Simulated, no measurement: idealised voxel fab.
process module | voxel self aligned vias
cross-section cut | 235 nm wide | cells 5 nm
A cross-section is a grid of square cells, given in bands from the top down. A band is one or more rows of cells.
Each band's line starts with the height of the band's top and of its bottom, in nm. Then come its materials from left to right, each with its width in nm. One material with "throughout" fills the band from edge to edge. "air" is empty space.
Height 0 is the level under which the wafer as received is all one material. The lowest band goes on downwards, as in "0 down".
A width such as "30 to 40" changes by the same amount from each row of cells to the next, from the band's top row to its bottom row.
"no change" after a step means that no cell of the cross-section changed.
closed voids: empty space of 8 cells or more with no open way to the top, each as width x height at its distance from the left edge, in nm
after a step's settings: what the simulator itself notes on the step
overlay nm, on a step with a mask: how far to the right of its planned place the mask lay; to the left if negative
plan
1 op RECEIVE | material Si
2 op CONFORMAL_DEP | material SiO2 | thk nm 10
3 op CONFORMAL_DEP | material SiCN | thk nm 5
4 op DIRECTIONAL_DEP | material SiO2 | thk nm 20
5 op PATTERN | tone open | mask id LINES | material resist | width nm 20 | pitch nm 60 | thk nm 20 | overlay nm 0
6 op DIRECTIONAL_ETCH | etch materials SiO2 | depth nm 20
7 op STRIP | etch materials resist
8 op CONFORMAL_DEP | material TiN | thk nm 5
9 op FILL_DEP | material Ru | thk nm 5
10 op CMP | height nm 35
11 op SELECTIVE_ETCH | etch materials W Ru TiN | depth nm 10
12 op FILL_DEP | material SiN | thk nm 5
13 op CMP | height nm 35
14 op DIRECTIONAL_DEP | material SiO2 | thk nm 20
15 op DIRECTIONAL_DEP | material aC | thk nm 15
16 op PATTERN | tone open | mask id VIAS | material resist | width nm 30 | thk nm 35 | overlay nm 0
17 op DIRECTIONAL_ETCH | etch materials aC | depth nm 15
18 op STRIP | etch materials resist
19 op DIRECTIONAL_ETCH | etch materials SiO2 | depth nm 20
20 op DIRECTIONAL_ETCH | etch materials SiN | depth nm 10
21 op STRIP | etch materials aC
22 op CONFORMAL_DEP | material TiN | thk nm 5
23 op FILL_DEP | material Ru | thk nm 5
24 op CMP | height nm 55
25 op CONFORMAL_DEP | material SiN | thk nm 5
as received, after step 1
  0 down: Si throughout
  closed voids: none
a wafer at the end: this start, this plan, one mistake
  60 to 55: SiN throughout
  55 to 35: SiO2 70 | TiN 5 | Ru 20 | TiN 5 | SiO2 135
  35 to 30: SiO2 70 | TiN 5 | Ru 20 | TiN 5 | SiO2 35 | SiN 20 | SiO2 80
  30 to 25: SiO2 70 | TiN 30 | SiO2 35 | SiN 20 | SiO2 80
  25 to 20: SiO2 70 | TiN 10 | Ru 10 | TiN 10 | SiO2 35 | TiN 5 | Ru 10 | TiN 5 | SiO2 80
  20 to 15: SiO2 70 | TiN 30 | SiO2 35 | TiN 20 | SiO2 80
  15 to 10: SiCN throughout
  10 to 0: SiO2 throughout
  0 down: Si throughout
  closed voids: none
what went wrong: step 19 was run twice
